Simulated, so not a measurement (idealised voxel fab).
Name of the process module below: voxel self aligned vias
The cross-section shown here is cut; it is 280 nm wide and divided into square cells measuring 5 nm on a side.
Throughout this document, each cross-section is represented as a grid of square cells and is presented as a sequence of bands enumerated from the top downward, where a band comprises one or more rows of cells. Top height, bottom height, nm. Materials left to right, width each, nm. Single material + "full width" = fills band edge to edge. "air" = empty. It should be noted that heights are counted from 0, beneath which the wafer as supplied is of one material throughout, and that the lowest band possesses no lower boundary but continues downward, as written in "from 0 down". You'd read "30->40" like this: the band's top row of cells is as wide as the first number, its bottom row is as wide as the second, and going down, every row changes width by the same amount as the row before did. Reading "nothing different" for a step: not a cell of the cross-section changed in it. For the entry "Trapped void list", the listed items are empty spaces with no open way to the top whose size is 8 cells or more; each item follows the pattern width x height at distance, where distance is from the left edge and all three are in nm. Where a step's line continues beyond its settings, the continuation is a remark by the simulator itself on that step. The optional step-line setting "overlay nm" applies to steps with a mask and quantifies how far to the right of its planned location the mask lay, a negative value indicating leftward placement. Every pair from here on: before one process step, after it. The after cross-section reaches only to the lowest band that changed. Below the pair: the step in between and its settings. Pairs can belong to different runs of this module on the same starting wafer; a pair carries on from the pair above only if the entry headed "Status before step" says so.
-- Status before step
- from 50 to 40 = 45 lowk  5 TiN  35 W  5 TiN  25 lowk  5 TiN  35 W  5 TiN  25 lowk  5 TiN  35 W  5 TiN  50 lowk
- from 40 to 35 = 45 lowk  45 TiN  25 lowk  45 TiN  25 lowk  45 TiN  50 lowk
- from 35 to 30 = SiCN full width
- from 30 to 10 = lowk full width
- from 10 to 0 = SiO2 full width
- from 0 down = Si full width
- Trapped void list: none
-- Resulting Cross-Section
- from 55 to 50 = SiCN full width
- Below 50 it's all the same as before, nothing changed down there.
- Trapped void list: none
Connecting step for the cross-sections above: CONFORMAL_DEP | material SiCN | thk nm 5
-- Status before step
- from 0 down = Si full width
- Trapped void list: none
-- Resulting Cross-Section
- from 15 to 0 = SiO2 full width
- Below 0 it's all the same as before, nothing changed down there.
- Trapped void list: none
Connecting step for the cross-sections above: CONFORMAL_DEP | material SiO2 | thk nm 15
Status before step: as in the pair right above, post-step view.
-- Resulting Cross-Section
- from 20 to 15 = SiCN full width
- Below 15 it's all the same as before, nothing changed down there.
- Trapped void list: none
Connecting step for the cross-sections above: CONFORMAL_DEP | material SiCN | thk nm 5
Status before step: as in the pair right above, post-step view.
-- Resulting Cross-Section
- from 40 to 20 = lowk full width
- Below 20 it's all the same as before, nothing changed down there.
- Trapped void list: none
Connecting step for the cross-sections above: DIRECTIONAL_DEP | material lowk | thk nm 20
Status before step: as in the pair right above, post-step view.
-- Resulting Cross-Section
- from 50 to 40 = aC full width
- Below 40 it's all the same as before, nothing changed down there.
- Trapped void list: none
Connecting step for the cross-sections above: DIRECTIONAL_DEP | material aC | thk nm 10
Status before step: as in the pair right above, post-step view.
-- Resulting Cross-Section
- from 75 to 50 = 55 resist  25 air  45 resist  25 air  45 resist  25 air  60 resist
- Below 50 it's all the same as before, nothing changed down there.
- Trapped void list: none
Connecting step for the cross-sections above: PATTERN | tone open | mask id LINES | material resist | width nm 25 | pitch nm 70 | thk nm 25 | overlay nm 0
Status before step: as in the pair right above, post-step view.
-- Resulting Cross-Section
- from 65 to 50 = 55 resist  25 air  45 resist  25 air  45 resist  25 air  60 resist
- from 50 to 40 = 55 aC  25 air  45 aC  25 air  45 aC  25 air  60 aC
- Below 40 it's all the same as before, nothing changed down there.
- Trapped void list: none
Connecting step for the cross-sections above: DIRECTIONAL_ETCH | etch materials aC | depth nm 10
Status before step: as in the pair right above, post-step view.
-- Resulting Cross-Section
- from 50 to 40 = 55 aC  25 air  45 aC  25 air  45 aC  25 air  60 aC
- Below 40 it's all the same as before, nothing changed down there.
- Trapped void list: none
Connecting step for the cross-sections above: STRIP | etch materials resist
Status before step: as in the pair right above, post-step view.
-- Resulting Cross-Section
- from 50 to 40 = 55 aC  25 air  45 aC  25 air  45 aC  25 air  60 aC
- from 40 to 20 = 55 lowk  25 air  45 lowk  25 air  45 lowk  25 air  60 lowk
- Below 20 it's all the same as before, nothing changed down there.
- Trapped void list: none
Connecting step for the cross-sections above: DIRECTIONAL_ETCH | etch materials lowk | depth nm 20
Status before step: as in the pair right above, post-step view.
-- Resulting Cross-Section
- from 40 to 20 = 55 lowk  25 air  45 lowk  25 air  45 lowk  25 air  60 lowk
- Below 20 it's all the same as before, nothing changed down there.
- Trapped void list: none
Connecting step for the cross-sections above: STRIP | etch materials aC
Status before step: as in the pair right above, post-step view.
-- Resulting Cross-Section
- from 45 to 40 = 60 TiN  15 air  55 TiN  15 air  55 TiN  15 air  65 TiN
- from 40 to 25 = 55 lowk  5 TiN  15 air  5 TiN  45 lowk  5 TiN  15 air  5 TiN  45 lowk  5 TiN  15 air  5 TiN  60 lowk
- from 25 to 20 = 55 lowk  25 TiN  45 lowk  25 TiN  45 lowk  25 TiN  60 lowk
- Below 20 it's all the same as before, nothing changed down there.
- Trapped void list: none
Connecting step for the cross-sections above: CONFORMAL_DEP | material TiN | thk nm 5
Status before step: as in the pair right above, post-step view.
-- Resulting Cross-Section
- from 55 to 45 = Ru full width
- from 45 to 40 = 60 TiN  15 Ru  55 TiN  15 Ru  55 TiN  15 Ru  65 TiN
- from 40 to 25 = 55 lowk  5 TiN  15 Ru  5 TiN  45 lowk  5 TiN  15 Ru  5 TiN  45 lowk  5 TiN  15 Ru  5 TiN  60 lowk
- Below 25 it's all the same as before, nothing changed down there.
- Trapped void list: none
Connecting step for the cross-sections above: FILL_DEP | material Ru | thk nm 10
Status before step: as in the pair right above, post-step view.
-- Resulting Cross-Section
- from 35 to 25 = 55 lowk  5 TiN  15 Ru  5 TiN  45 lowk  5 TiN  15 Ru  5 TiN  45 lowk  5 TiN  15 Ru  5 TiN  60 lowk
- Below 25 it's all the same as before, nothing changed down there.
- Trapped void list: none
Connecting step for the cross-sections above: CMP | height nm 35
Status before step: as in the pair right above, post-step view.
-- Resulting Cross-Section
- from 35 to 25 = 55 lowk  25 air  45 lowk  25 air  45 lowk  25 air  60 lowk
- Below 25 it's all the same as before, nothing changed down there.
- Trapped void list: none
Connecting step for the cross-sections above: SELECTIVE_ETCH | etch materials W Ru TiN | depth nm 10
Status before step: as in the pair right above, post-step view.
-- Resulting Cross-Section
- from 45 to 35 = SiN full width
- from 35 to 25 = 55 lowk  25 SiN  45 lowk  25 SiN  45 lowk  25 SiN  60 lowk
- Below 25 it's all the same as before, nothing changed down there.
- Trapped void list: none
Connecting step for the cross-sections above: FILL_DEP | material SiN | thk nm 10
Status before step: as in the pair right above, post-step view.
-- Resulting Cross-Section
- from 35 to 25 = 55 lowk  25 SiN  45 lowk  25 SiN  45 lowk  25 SiN  60 lowk
- Below 25 it's all the same as before, nothing changed down there.
- Trapped void list: none
Connecting step for the cross-sections above: CMP | height nm 35
Status before step: as in the pair right above, post-step view.
-- Resulting Cross-Section
- from 50 to 35 = lowk full width
- Below 35 it's all the same as before, nothing changed down there.
- Trapped void list: none
Connecting step for the cross-sections above: DIRECTIONAL_DEP | material lowk | thk nm 15
Status before step: as in the pair right above, post-step view.
-- Resulting Cross-Section
- from 65 to 50 = aC full width
- Below 50 it's all the same as before, nothing changed down there.
- Trapped void list: none
Connecting step for the cross-sections above: DIRECTIONAL_DEP | material aC | thk nm 15
Status before step: as in the pair right above, post-step view.
-- Resulting Cross-Section
- from 95 to 65 = 45 resist  45 air  25 resist  45 air  25 resist  45 air  50 resist
- Below 65 it's all the same as before, nothing changed down there.
- Trapped void list: none
Connecting step for the cross-sections above: PATTERN | tone open | mask id VIAS | material resist | width nm 45 | pitch nm 70 | thk nm 30 | overlay nm 0
Status before step: as in the pair right above, post-step view.
-- Resulting Cross-Section
- from 80 to 65 = 45 resist  45 air  25 resist  45 air  25 resist  45 air  50 resist
- from 65 to 50 = 45 aC  45 air  25 aC  45 air  25 aC  45 air  50 aC
- Below 50 it's all the same as before, nothing changed down there.
- Trapped void list: none
Connecting step for the cross-sections above: DIRECTIONAL_ETCH | etch materials aC | depth nm 15
Status before step: as in the pair right above, post-step view.
-- Resulting Cross-Section
- from 65 to 50 = 45 aC  45 air  25 aC  45 air  25 aC  45 air  50 aC
- Below 50 it's all the same as before, nothing changed down there.
- Trapped void list: none
Connecting step for the cross-sections above: STRIP | etch materials resist
Status before step: as in the pair right above, post-step view.
-- Resulting Cross-Section
- from 65 to 50 = 45 aC  45 air  25 aC  45 air  25 aC  45 air  50 aC
- from 50 to 35 = 45 lowk  45 air  25 lowk  45 air  25 lowk  45 air  50 lowk
- Below 35 it's all the same as before, nothing changed down there.
- Trapped void list: none
Connecting step for the cross-sections above: DIRECTIONAL_ETCH | etch materials lowk | depth nm 15
Status before step: as in the pair right above, post-step view.
-- Resulting Cross-Section
- from 65 to 50 = 45 aC  45 air  25 aC  45 air  25 aC  45 air  50 aC
- from 50 to 35 = 45 lowk  45 air  25 lowk  45 air  25 lowk  45 air  50 lowk
- from 35 to 25 = 55 lowk  25 air  45 lowk  25 air  45 lowk  25 air  60 lowk
- Below 25 it's all the same as before, nothing changed down there.
- Trapped void list: none
Connecting step for the cross-sections above: DIRECTIONAL_ETCH | etch materials SiN | depth nm 10
Status before step: as in the pair right above, post-step view.
-- Resulting Cross-Section
- from 50 to 35 = 45 lowk  45 air  25 lowk  45 air  25 lowk  45 air  50 lowk
- Below 35 it's all the same as before, nothing changed down there.
- Trapped void list: none
Connecting step for the cross-sections above: STRIP | etch materials aC
Status before step: as in the pair right above, post-step view.
-- Resulting Cross-Section
- from 55 to 50 = 50 TiN  35 air  35 TiN  35 air  35 TiN  35 air  55 TiN
- from 50 to 40 = 45 lowk  5 TiN  35 air  5 TiN  25 lowk  5 TiN  35 air  5 TiN  25 lowk  5 TiN  35 air  5 TiN  50 lowk
- from 40 to 30 = 45->55 lowk  15->5 TiN  15 air  15->5 TiN  25->45 lowk  15->5 TiN  15 air  15->5 TiN  25->45 lowk  15->5 TiN  15 air  15->5 TiN  50->60 lowk
- from 30 to 20 = 55 lowk  25 TiN  45 lowk  25 TiN  45 lowk  25 TiN  60 lowk
- Below 20 it's all the same as before, nothing changed down there.
- Trapped void list: none
Connecting step for the cross-sections above: CONFORMAL_DEP | material TiN | thk nm 5
Status before step: as in the pair right above, post-step view.
-- Resulting Cross-Section
- from 65 to 55 = W full width
- from 55 to 50 = 50 TiN  35 W  35 TiN  35 W  35 TiN  35 W  55 TiN
- from 50 to 40 = 45 lowk  5 TiN  35 W  5 TiN  25 lowk  5 TiN  35 W  5 TiN  25 lowk  5 TiN  35 W  5 TiN  50 lowk
- from 40 to 30 = 45->55 lowk  15->5 TiN  15 W  15->5 TiN  25->45 lowk  15->5 TiN  15 W  15->5 TiN  25->45 lowk  15->5 TiN  15 W  15->5 TiN  50->60 lowk
- Below 30 it's all the same as before, nothing changed down there.
- Trapped void list: none
Connecting step for the cross-sections above: FILL_DEP | material W | thk nm 10
Status before step: as in the pair right above, post-step view.
-- Resulting Cross-Section
- from 50 to 40 = 45 lowk  5 TiN  35 W  5 TiN  25 lowk  5 TiN  35 W  5 TiN  25 lowk  5 TiN  35 W  5 TiN  50 lowk
- Below 40 it's all the same as before, nothing changed down there.
- Trapped void list: none
Connecting step for the cross-sections above: CMP | height nm 50
Status before step: as in the pair right above, post-step view.
-- Resulting Cross-Section
- from 55 to 50 = SiCN full width
- Below 50 it's all the same as before, nothing changed down there.
- Trapped void list: none
Connecting step for the cross-sections above: CONFORMAL_DEP | material SiCN | thk nm 5
-- Status before step
- from 65 to 50 = aC full width
- from 50 to 35 = lowk full width
- from 35 to 25 = 55 lowk  25 SiN  45 lowk  25 SiN  45 lowk  25 SiN  60 lowk
- from 25 to 20 = 55 lowk  5 TiN  15 Ru  5 TiN  45 lowk  5 TiN  15 Ru  5 TiN  45 lowk  5 TiN  15 Ru  5 TiN  60 lowk
- from 20 to 15 = 55 lowk  25 TiN  45 lowk  25 TiN  45 lowk  25 TiN  60 lowk
- from 15 to 10 = SiCN full width
- from 10 to 0 = SiO2 full width
- from 0 down = Si full width
- Trapped void list: none
-- Resulting Cross-Section
- from 95 to 65 = 40 resist  55 air  15 resist  55 air  15 resist  55 air  45 resist
- Below 65 it's all the same as before, nothing changed down there.
- Trapped void list: none
Connecting step for the cross-sections above: PATTERN | tone open | mask id VIAS | material resist | width nm 55 | pitch nm 70 | thk nm 30 | overlay nm 0
Status before step: as in the pair right above, post-step view.
-- Resulting Cross-Section
- from 80 to 65 = 40 resist  55 air  15 resist  55 air  15 resist  55 air  45 resist
- from 65 to 50 = 40 aC  55 air  15 aC  55 air  15 aC  55 air  45 aC
- Below 50 it's all the same as before, nothing changed down there.
- Trapped void list: none
Connecting step for the cross-sections above: DIRECTIONAL_ETCH | etch materials aC | depth nm 15
Status before step: as in the pair right above, post-step view.
-- Resulting Cross-Section
- from 65 to 50 = 40 aC  55 air  15 aC  55 air  15 aC  55 air  45 aC
- Below 50 it's all the same as before, nothing changed down there.
- Trapped void list: none
Connecting step for the cross-sections above: STRIP | etch materials resist
Status before step: as in the pair right above, post-step view.
-- Resulting Cross-Section
- from 65 to 50 = 40 aC  55 air  15 aC  55 air  15 aC  55 air  45 aC
- from 50 to 35 = 40 lowk  55 air  15 lowk  55 air  15 lowk  55 air  45 lowk
- Below 35 it's all the same as before, nothing changed down there.
- Trapped void list: none
Connecting step for the cross-sections above: DIRECTIONAL_ETCH | etch materials lowk | depth nm 15
Status before step: as in the pair right above, post-step view.
-- Resulting Cross-Section
- from 65 to 50 = 40 aC  55 air  15 aC  55 air  15 aC  55 air  45 aC
- from 50 to 35 = 40 lowk  55 air  15 lowk  55 air  15 lowk  55 air  45 lowk
- from 35 to 25 = 55 lowk  25 air  45 lowk  25 air  45 lowk  25 air  60 lowk
- Below 25 it's all the same as before, nothing changed down there.
- Trapped void list: none
Connecting step for the cross-sections above: DIRECTIONAL_ETCH | etch materials SiN | depth nm 10
Status before step: as in the pair right above, post-step view.
-- Resulting Cross-Section
- from 50 to 35 = 40 lowk  55 air  15 lowk  55 air  15 lowk  55 air  45 lowk
- Below 35 it's all the same as before, nothing changed down there.
- Trapped void list: none
Connecting step for the cross-sections above: STRIP | etch materials aC
Status before step: as in the pair right above, post-step view.
-- Resulting Cross-Section
- from 55 to 50 = 45 TiN  45 air  25 TiN  45 air  25 TiN  45 air  50 TiN
- from 50 to 40 = 40 lowk  5 TiN  45 air  5 TiN  15 lowk  5 TiN  45 air  5 TiN  15 lowk  5 TiN  45 air  5 TiN  45 lowk
- from 40 to 30 = 40->55 lowk  20->5 TiN  15 air  20->5 TiN  15->45 lowk  20->5 TiN  15 air  20->5 TiN  15->45 lowk  20->5 TiN  15 air  20->5 TiN  45->60 lowk
- from 30 to 25 = 55 lowk  25 TiN  45 lowk  25 TiN  45 lowk  25 TiN  60 lowk
- Below 25 it's all the same as before, nothing changed down there.
- Trapped void list: none
Connecting step for the cross-sections above: CONFORMAL_DEP | material TiN | thk nm 5
Status before step: as in the pair right above, post-step view.
-- Resulting Cross-Section
- from 65 to 55 = W full width
- from 55 to 50 = 45 TiN  45 W  25 TiN  45 W  25 TiN  45 W  50 TiN
- from 50 to 40 = 40 lowk  5 TiN  45 W  5 TiN  15 lowk  5 TiN  45 W  5 TiN  15 lowk  5 TiN  45 W  5 TiN  45 lowk
- from 40 to 30 = 40->55 lowk  20->5 TiN  15 W  20->5 TiN  15->45 lowk  20->5 TiN  15 W  20->5 TiN  15->45 lowk  20->5 TiN  15 W  20->5 TiN  45->60 lowk
- Below 30 it's all the same as before, nothing changed down there.
- Trapped void list: none
Connecting step for the cross-sections above: FILL_DEP | material W | thk nm 10
Status before step: as in the pair right above, post-step view.
-- Resulting Cross-Section
- from 50 to 40 = 40 lowk  5 TiN  45 W  5 TiN  15 lowk  5 TiN  45 W  5 TiN  15 lowk  5 TiN  45 W  5 TiN  45 lowk
- Below 40 it's all the same as before, nothing changed down there.
- Trapped void list: none
Connecting step for the cross-sections above: CMP | height nm 50
Status before step: as in the pair right above, post-step view.
-- Resulting Cross-Section
- from 55 to 50 = SiCN full width
- Below 50 it's all the same as before, nothing changed down there.
- Trapped void list: none
Connecting step for the cross-sections above: CONFORMAL_DEP | material SiCN | thk nm 5
-- Status before step
- from 65 to 50 = aC full width
- from 50 to 35 = lowk full width
- from 35 to 25 = 55 lowk  25 SiN  45 lowk  25 SiN  45 lowk  25 SiN  60 lowk
- from 25 to 20 = 55 lowk  5 TiN  15 Ru  5 TiN  45 lowk  5 TiN  15 Ru  5 TiN  45 lowk  5 TiN  15 Ru  5 TiN  60 lowk
- from 20 to 15 = 55 lowk  25 TiN  45 lowk  25 TiN  45 lowk  25 TiN  60 lowk
- from 15 to 10 = SiCN full width
- from 10 to 0 = SiO2 full width
- from 0 down = Si full width
- Trapped void list: none
-- Resulting Cross-Section
- from 95 to 65 = 55 resist  45 air  25 resist  45 air  25 resist  45 air  40 resist
- Below 65 it's all the same as before, nothing changed down there.
- Trapped void list: none
Connecting step for the cross-sections above: PATTERN | tone open | mask id VIAS | material resist | width nm 45 | pitch nm 70 | thk nm 30 | overlay nm 10
Status before step: as in the pair right above, post-step view.
-- Resulting Cross-Section
- from 80 to 65 = 55 resist  45 air  25 resist  45 air  25 resist  45 air  40 resist
- from 65 to 50 = 55 aC  45 air  25 aC  45 air  25 aC  45 air  40 aC
- Below 50 it's all the same as before, nothing changed down there.
- Trapped void list: none
Connecting step for the cross-sections above: DIRECTIONAL_ETCH | etch materials aC | depth nm 15
Status before step: as in the pair right above, post-step view.
-- Resulting Cross-Section
- from 65 to 50 = 55 aC  45 air  25 aC  45 air  25 aC  45 air  40 aC
- Below 50 it's all the same as before, nothing changed down there.
- Trapped void list: none
Connecting step for the cross-sections above: STRIP | etch materials resist
Status before step: as in the pair right above, post-step view.
-- Resulting Cross-Section
- from 65 to 50 = 55 aC  45 air  25 aC  45 air  25 aC  45 air  40 aC
- from 50 to 35 = 55 lowk  45 air  25 lowk  45 air  25 lowk  45 air  40 lowk
- Below 35 it's all the same as before, nothing changed down there.
- Trapped void list: none
Connecting step for the cross-sections above: DIRECTIONAL_ETCH | etch materials lowk | depth nm 15
Status before step: as in the pair right above, post-step view.
-- Resulting Cross-Section
- from 65 to 50 = 55 aC  45 air  25 aC  45 air  25 aC  45 air  40 aC
- from 50 to 35 = 55 lowk  45 air  25 lowk  45 air  25 lowk  45 air  40 lowk
- from 35 to 25 = 55 lowk  25 air  45 lowk  25 air  45 lowk  25 air  60 lowk
- Below 25 it's all the same as before, nothing changed down there.
- Trapped void list: none
Connecting step for the cross-sections above: DIRECTIONAL_ETCH | etch materials SiN | depth nm 10
Status before step: as in the pair right above, post-step view.
-- Resulting Cross-Section
- from 50 to 35 = 55 lowk  45 air  25 lowk  45 air  25 lowk  45 air  40 lowk
- Below 35 it's all the same as before, nothing changed down there.
- Trapped void list: none
Connecting step for the cross-sections above: STRIP | etch materials aC
Status before step: as in the pair right above, post-step view.
-- Resulting Cross-Section
- from 55 to 50 = 60 TiN  35 air  35 TiN  35 air  35 TiN  35 air  45 TiN
- from 50 to 40 = 55 lowk  5 TiN  35 air  5 TiN  25 lowk  5 TiN  35 air  5 TiN  25 lowk  5 TiN  35 air  5 TiN  40 lowk
- from 40 to 30 = 55 lowk  5 TiN  15 air  25->5 TiN  25->45 lowk  5 TiN  15 air  25->5 TiN  25->45 lowk  5 TiN  15 air  25->5 TiN  40->60 lowk
- from 30 to 25 = 55 lowk  25 TiN  45 lowk  25 TiN  45 lowk  25 TiN  60 lowk
- Below 25 it's all the same as before, nothing changed down there.
- Trapped void list: none
Connecting step for the cross-sections above: CONFORMAL_DEP | material TiN | thk nm 5
Status before step: as in the pair right above, post-step view.
-- Resulting Cross-Section
- from 65 to 55 = W full width
- from 55 to 50 = 60 TiN  35 W  35 TiN  35 W  35 TiN  35 W  45 TiN
- from 50 to 40 = 55 lowk  5 TiN  35 W  5 TiN  25 lowk  5 TiN  35 W  5 TiN  25 lowk  5 TiN  35 W  5 TiN  40 lowk
- from 40 to 30 = 55 lowk  5 TiN  15 W  25->5 TiN  25->45 lowk  5 TiN  15 W  25->5 TiN  25->45 lowk  5 TiN  15 W  25->5 TiN  40->60 lowk
- Below 30 it's all the same as before, nothing changed down there.
- Trapped void list: none
Connecting step for the cross-sections above: FILL_DEP | material W | thk nm 10
Status before step: as in the pair right above, post-step view.
-- Resulting Cross-Section
- from 50 to 40 = 55 lowk  5 TiN  35 W  5 TiN  25 lowk  5 TiN  35 W  5 TiN  25 lowk  5 TiN  35 W  5 TiN  40 lowk
- Below 40 it's all the same as before, nothing changed down there.
- Trapped void list: none
Connecting step for the cross-sections above: CMP | height nm 50
Status before step: as in the pair right above, post-step view.
-- Resulting Cross-Section
- from 55 to 50 = SiCN full width
- Below 50 it's all the same as before, nothing changed down there.
- Trapped void list: none
Connecting step for the cross-sections above: CONFORMAL_DEP | material SiCN | thk nm 5
-- Status before step
- from 50 to 35 = 45 lowk  45 air  25 lowk  45 air  25 lowk  45 air  50 lowk
- from 35 to 25 = 55 lowk  25 air  45 lowk  25 air  45 lowk  25 air  60 lowk
- from 25 to 20 = 55 lowk  5 TiN  15 Ru  5 TiN  45 lowk  5 TiN  15 Ru  5 TiN  45 lowk  5 TiN  15 Ru  5 TiN  60 lowk
- from 20 to 15 = 55 lowk  25 TiN  45 lowk  25 TiN  45 lowk  25 TiN  60 lowk
- from 15 to 10 = SiCN full width
- from 10 to 0 = SiO2 full width
- from 0 down = Si full width
- Trapped void list: none
-- Resulting Cross-Section
- from 55 to 40 = 50 lowk  35 air  35 lowk  35 air  35 lowk  35 air  55 lowk
- from 40 to 30 = 60 lowk  15 air  55 lowk  15 air  55 lowk  15 air  65 lowk
- from 30 to 25 = lowk full width
- Below 25 it's all the same as before, nothing changed down there.
- Trapped void list: none
Connecting step for the cross-sections above: CONFORMAL_DEP | material lowk | thk nm 5
Status before step: as in the pair right above, post-step view.
-- Resulting Cross-Section
- from 65 to 55 = W full width
- from 55 to 40 = 50 lowk  35 W  35 lowk  35 W  35 lowk  35 W  55 lowk
- from 40 to 30 = 60 lowk  15 W  55 lowk  15 W  55 lowk  15 W  65 lowk
- Below 30 it's all the same as before, nothing changed down there.
- Trapped void list: none
Connecting step for the cross-sections above: FILL_DEP | material W | thk nm 10
Status before step: as in the pair right above, post-step view.
-- Resulting Cross-Section
- from 50 to 40 = 50 lowk  35 W  35 lowk  35 W  35 lowk  35 W  55 lowk
- Below 40 it's all the same as before, nothing changed down there.
- Trapped void list: none
Connecting step for the cross-sections above: CMP | height nm 50
Status before step: as in the pair right above, post-step view.
-- Resulting Cross-Section
- from 55 to 50 = SiCN full width
- Below 50 it's all the same as before, nothing changed down there.
- Trapped void list: none
Connecting step for the cross-sections above: CONFORMAL_DEP | material SiCN | thk nm 5
-- Status before step
- from 65 to 50 = aC full width
- from 50 to 35 = lowk full width
- from 35 to 25 = 55 lowk  25 SiN  45 lowk  25 SiN  45 lowk  25 SiN  60 lowk
- from 25 to 20 = 55 lowk  5 TiN  15 Ru  5 TiN  45 lowk  5 TiN  15 Ru  5 TiN  45 lowk  5 TiN  15 Ru  5 TiN  60 lowk
- from 20 to 15 = 55 lowk  25 TiN  45 lowk  25 TiN  45 lowk  25 TiN  60 lowk
- from 15 to 10 = SiCN full width
- from 10 to 0 = SiO2 full width
- from 0 down = Si full width
- Trapped void list: none
-- Resulting Cross-Section
- from 95 to 65 = 45 air  45 resist  25 air  45 resist  25 air  45 resist  50 air
- Below 65 it's all the same as before, nothing changed down there.
- Trapped void list: none
Connecting step for the cross-sections above: PATTERN | tone cover | mask id VIAS | material resist | width nm 45 | pitch nm 70 | thk nm 30 | overlay nm 0
Status before step: as in the pair right above, post-step view.
-- Resulting Cross-Section
- from 80 to 65 = 45 air  45 resist  25 air  45 resist  25 air  45 resist  50 air
- from 65 to 50 = 45 air  45 aC  25 air  45 aC  25 air  45 aC  50 air
- Below 50 it's all the same as before, nothing changed down there.
- Trapped void list: none
Connecting step for the cross-sections above: DIRECTIONAL_ETCH | etch materials aC | depth nm 15
Status before step: as in the pair right above, post-step view.
-- Resulting Cross-Section
- from 65 to 50 = 45 air  45 aC  25 air  45 aC  25 air  45 aC  50 air
- Below 50 it's all the same as before, nothing changed down there.
- Trapped void list: none
Connecting step for the cross-sections above: STRIP | etch materials resist
Status before step: as in the pair right above, post-step view.
-- Resulting Cross-Section
- from 65 to 50 = 45 air  45 aC  25 air  45 aC  25 air  45 aC  50 air
- from 50 to 35 = 45 air  45 lowk  25 air  45 lowk  25 air  45 lowk  50 air
- Below 35 it's all the same as before, nothing changed down there.
- Trapped void list: none
Connecting step for the cross-sections above: DIRECTIONAL_ETCH | etch materials lowk | depth nm 15
Status before step: as in the pair right above, post-step view.
-- Resulting Cross-Section
- from 50 to 35 = 45 air  45 lowk  25 air  45 lowk  25 air  45 lowk  50 air
- Below 35 it's all the same as before, nothing changed down there.
- Trapped void list: none
Connecting step for the cross-sections above: STRIP | etch materials aC
Status before step: as in the pair right above, post-step view.
-- Resulting Cross-Section
- from 55 to 50 = 40 air  55 TiN  15 air  55 TiN  15 air  55 TiN  45 air
- from 50 to 40 = 40 air  5 TiN  45 lowk  5 TiN  15 air  5 TiN  45 lowk  5 TiN  15 air  5 TiN  45 lowk  5 TiN  45 air
- from 40 to 35 = 45 TiN  45 lowk  25 TiN  45 lowk  25 TiN  45 lowk  50 TiN
- Below 35 it's all the same as before, nothing changed down there.
- Trapped void list: none
Connecting step for the cross-sections above: CONFORMAL_DEP | material TiN | thk nm 5
Status before step: as in the pair right above, post-step view.
-- Resulting Cross-Section
- from 65 to 55 = W full width
- from 55 to 50 = 40 W  55 TiN  15 W  55 TiN  15 W  55 TiN  45 W
- from 50 to 40 = 40 W  5 TiN  45 lowk  5 TiN  15 W  5 TiN  45 lowk  5 TiN  15 W  5 TiN  45 lowk  5 TiN  45 W
- Below 40 it's all the same as before, nothing changed down there.
- Trapped void list: none
Connecting step for the cross-sections above: FILL_DEP | material W | thk nm 10
Status before step: as in the pair right above, post-step view.
-- Resulting Cross-Section
- from 50 to 40 = 40 W  5 TiN  45 lowk  5 TiN  15 W  5 TiN  45 lowk  5 TiN  15 W  5 TiN  45 lowk  5 TiN  45 W
- Below 40 it's all the same as before, nothing changed down there.
- Trapped void list: none
Connecting step for the cross-sections above: CMP | height nm 50
Status before step: as in the pair right above, post-step view.
-- Resulting Cross-Section
- from 55 to 50 = SiCN full width
- Below 50 it's all the same as before, nothing changed down there.
- Trapped void list: none
Connecting step for the cross-sections above: CONFORMAL_DEP | material SiCN | thk nm 5
